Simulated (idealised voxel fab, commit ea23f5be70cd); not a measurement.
Process module in this document: voxel spacer lines
Displayed cross-section: cut, width of 260 nm, square cells sized 5 nm.
Bands, listed from the top down, are how a cross-section gets written in this document; the cross-section itself is a grid of square cells, and a band is one or more rows of them.
Top height, bottom height, nm. Materials left to right, width each, nm. Single material + "edge to edge" = fills band edge to edge. "blank" = empty.
Heads up on the height convention: 0 is the point under which the incoming wafer is all one material, and the lowest band has no bottom, it just keeps going down, like "top 0, no bottom".
The notation "30 to 40" denotes a width that varies across the rows of cells in the band, beginning at the first number in the top row, finishing at the second number in the bottom row, and changing by an identical amount from each row to the next.
Any step labelled "no change occurred" changed none of the cells in the cross-section.
Any empty space of 8 cells or more lacking an open way to the top shows up in "Unvented cavities" as width x height at distance, distance from the left edge, in nm.
Where a step's line continues beyond its settings, the continuation is a remark by the simulator itself on that step.
Each step line may optionally specify "overlay nm", which for a step with a mask gives the rightward distance between the mask's planned place and where it lay, a negative value indicating the leftward direction.
# Set out below are the planned steps of the process
1. RECEIVE | material Si
2. CONFORMAL_DEP | material Al2O3 | thk nm 5
3. DIRECTIONAL_DEP | material SiN | thk nm 15
4. DIRECTIONAL_DEP | material aC | thk nm 25
5. PATTERN | tone cover | mask id MANDREL | material resist | width nm 15 | pitch nm 60 | thk nm 35 | overlay nm 0
6. DIRECTIONAL_ETCH | etch materials aC | depth nm 25
7. STRIP | etch materials resist
8. CONFORMAL_DEP | material SiO2 | thk nm 10
9. DIRECTIONAL_ETCH | etch materials SiO2 | depth nm 10
10. STRIP | etch materials aC
11. DIRECTIONAL_ETCH | etch materials SiN | depth nm 15
12. STRIP | etch materials SiO2
Wafers differ in width nm at step 5; plan lists the first wafer's value; identical starting state.
# Here's the first of the wafers in cross-section, just as we got it, i.e. after step 1
    top 0, no bottom = Si edge to edge
    Unvented cavities: none
# each wafer at the end: cells of each material gained (+) or lost (-) since it was received, then its closed voids
width nm 15, +52 Al2O3, +24 SiN, Unvented cavities: none
width nm 20, +52 Al2O3, +24 SiN, Unvented cavities: none
width nm 25, +52 Al2O3, +24 SiN, Unvented cavities: none
width nm 30, +52 Al2O3, +24 SiN, Unvented cavities: none
width nm 35, +52 Al2O3, +24 SiN, Unvented cavities: none
